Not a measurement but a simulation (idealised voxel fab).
process module | voxel capacitor over wiring
cross-section cut | 245 nm wide | cells 5 nm
A cross-section is a grid of square cells, given in bands from the top down. A band is one or more rows of cells.
Each band's line starts with the height of the band's top and of its bottom, in nm. Then come its materials from left to right, each with its width in nm. One material with "throughout" fills the band from edge to edge. "air" is empty space.
Height 0 is the level under which the wafer as received is all one material. The lowest band goes on downwards, as in "0 down".
A width such as "30 to 40" changes by the same amount from each row of cells to the next, from the band's top row to its bottom row.
"no change" after a step means that no cell of the cross-section changed.
closed voids: empty space of 8 cells or more with no open way to the top, each as width x height at its distance from the left edge, in nm
after a step's settings: what the simulator itself notes on the step
overlay nm, on a step with a mask: how far to the right of its planned place the mask lay; to the left if negative
plan
1 op RECEIVE | material Si
2 op CONFORMAL_DEP | material SiO2 | thk nm 15
3 op CONFORMAL_DEP | material SiN | thk nm 5
4 op DIRECTIONAL_DEP | material SiO2 | thk nm 15
5 op MASKED_ETCH | tone open | mask id METAL_1 | width nm 30 | pitch nm 100 | etch materials SiO2 | depth nm 15 | overlay nm 0
6 op MASKED_ETCH | tone open | mask id METAL_1 | width nm 20 | pitch nm 100 | etch materials SiN | depth nm 5 | overlay nm 0
7 op CONFORMAL_DEP | material TiN | thk nm 5
8 op FILL_DEP | material W | thk nm 10
9 op CMP | height nm 35
10 op EPI | material Ru | thk nm 5
11 op FILL_DEP | material SiCN | thk nm 5
12 op DIRECTIONAL_DEP | material SiO2 | thk nm 20
13 op DIRECTIONAL_DEP | material aC | thk nm 15
14 op PATTERN | tone open | mask id PLUG_1 | material resist | width nm 15 | thk nm 35 | overlay nm 0
15 op DIRECTIONAL_ETCH | etch materials aC | depth nm 15
16 op STRIP | etch materials resist
17 op DIRECTIONAL_ETCH | etch materials SiO2 | depth nm 20
18 op DIRECTIONAL_ETCH | etch materials SiCN | depth nm 5
19 op STRIP | etch materials aC
20 op CONFORMAL_DEP | material TiN | thk nm 5
21 op FILL_DEP | material Ru | thk nm 5
22 op CMP | height nm 65
23 op DIRECTIONAL_DEP | material TiN | thk nm 5
24 op DIRECTIONAL_DEP | material SiN | thk nm 5
25 op DIRECTIONAL_DEP | material TiN | thk nm 5
26 op DIRECTIONAL_DEP | material aC | thk nm 15
27 op PATTERN | tone cover | mask id UPPER_PLATE | material resist | width nm 75 | thk nm 30 | overlay nm 0
28 op DIRECTIONAL_ETCH | etch materials aC | depth nm 15
29 op STRIP | etch materials resist
30 op DIRECTIONAL_ETCH | etch materials TiN | depth nm 5
31 op DIRECTIONAL_ETCH | etch materials SiN | depth nm 5
32 op STRIP | etch materials aC
33 op DIRECTIONAL_DEP | material aC | thk nm 15
34 op PATTERN | tone cover | mask id LOWER_PLATE | material resist | width nm 85 | thk nm 30 | overlay nm 0
35 op DIRECTIONAL_ETCH | etch materials aC | depth nm 15
36 op STRIP | etch materials resist
37 op DIRECTIONAL_ETCH | etch materials TiN | depth nm 5
38 op STRIP | etch materials aC
39 op FILL_DEP | material SiO2 | thk nm 20
40 op CMP | height nm 95
41 op PATTERN | tone open | mask id PLUG_2 | material resist | width nm 15 | thk nm 20 | overlay nm 0
42 op DIRECTIONAL_ETCH | etch materials SiO2 | depth nm 15
43 op STRIP | etch materials resist
44 op CONFORMAL_DEP | material TiN | thk nm 5
45 op FILL_DEP | material Ru | thk nm 10
46 op CMP | height nm 95
47 op CONFORMAL_DEP | material SiN | thk nm 5
varied across the wafers: width nm of step 6. The plan shows the first wafer's value. All wafers start alike
first wafer as received, after step 1
  0 down: Si throughout
  closed voids: none
first wafer at the end, after step 47
  100 to 95: SiN throughout
  95 to 85: SiO2 80 | TiN 5 | Ru 5 | TiN 5 | SiO2 150
  85 to 75: SiO2 80 to 70 | TiN 15 to 75 | SiO2 150 to 100
  75 to 70: SiO2 70 | SiN 75 | SiO2 100
  70 to 65: SiO2 65 | TiN 85 | SiO2 95
  65 to 45: SiO2 70 | TiN 5 | Ru 5 | TiN 5 | SiO2 160
  45 to 40: SiCN 70 | TiN 15 | SiCN 160
  40 to 35: SiCN 50 | Ru 40 | SiCN 60 | Ru 40 | SiCN 55
  35 to 25: SiO2 55 | TiN 5 | W 20 | TiN 5 | SiO2 70 | TiN 5 | W 20 | TiN 5 | SiO2 60
  25 to 20: SiO2 55 | TiN 10 | W 10 | TiN 10 | SiO2 70 | TiN 10 | W 10 | TiN 10 | SiO2 60
  20 to 15: SiN 60 | TiN 20 | SiN 80 | TiN 20 | SiN 65
  15 to 0: SiO2 throughout
  0 down: Si throughout
  closed voids: none
last wafer at the end
  100 to 95: SiN throughout
  95 to 85: SiO2 80 | TiN 5 | Ru 5 | TiN 5 | SiO2 150
  85 to 75: SiO2 80 to 70 | TiN 15 to 75 | SiO2 150 to 100
  75 to 70: SiO2 70 | SiN 75 | SiO2 100
  70 to 65: SiO2 65 | TiN 85 | SiO2 95
  65 to 45: SiO2 70 | TiN 5 | Ru 5 | TiN 5 | SiO2 160
  45 to 40: SiCN 70 | TiN 15 | SiCN 160
  40 to 35: SiCN 50 | Ru 40 | SiCN 60 | Ru 40 | SiCN 55
  35 to 20: SiO2 55 | TiN 5 | W 20 | TiN 5 | SiO2 70 | TiN 5 | W 20 | TiN 5 | SiO2 60
  20 to 15: SiN 55 | TiN 30 | SiN 70 | TiN 30 | SiN 60
  15 to 0: SiO2 throughout
  0 down: Si throughout
  closed voids: none
each wafer at the end: cells of each material gained (+) or lost (-) since it was received, then its closed voids
width nm 20 | +22 Ru | +79 SiCN | +105 SiN | +680 SiO2 | +74 TiN | +20 W | closed voids: none
width nm 25 | +22 Ru | +79 SiCN | +103 SiN | +680 SiO2 | +74 TiN | +22 W | closed voids: none
width nm 30 | +22 Ru | +79 SiCN | +101 SiN | +680 SiO2 | +74 TiN | +24 W | closed voids: none
width nm 35 | +22 Ru | +79 SiCN | +101 SiN | +680 SiO2 | +74 TiN | +24 W | closed voids: none
width nm 40 | +22 Ru | +79 SiCN | +101 SiN | +680 SiO2 | +74 TiN | +24 W | closed voids: none
width nm 45 | +22 Ru | +79 SiCN | +101 SiN | +680 SiO2 | +74 TiN | +24 W | closed voids: none
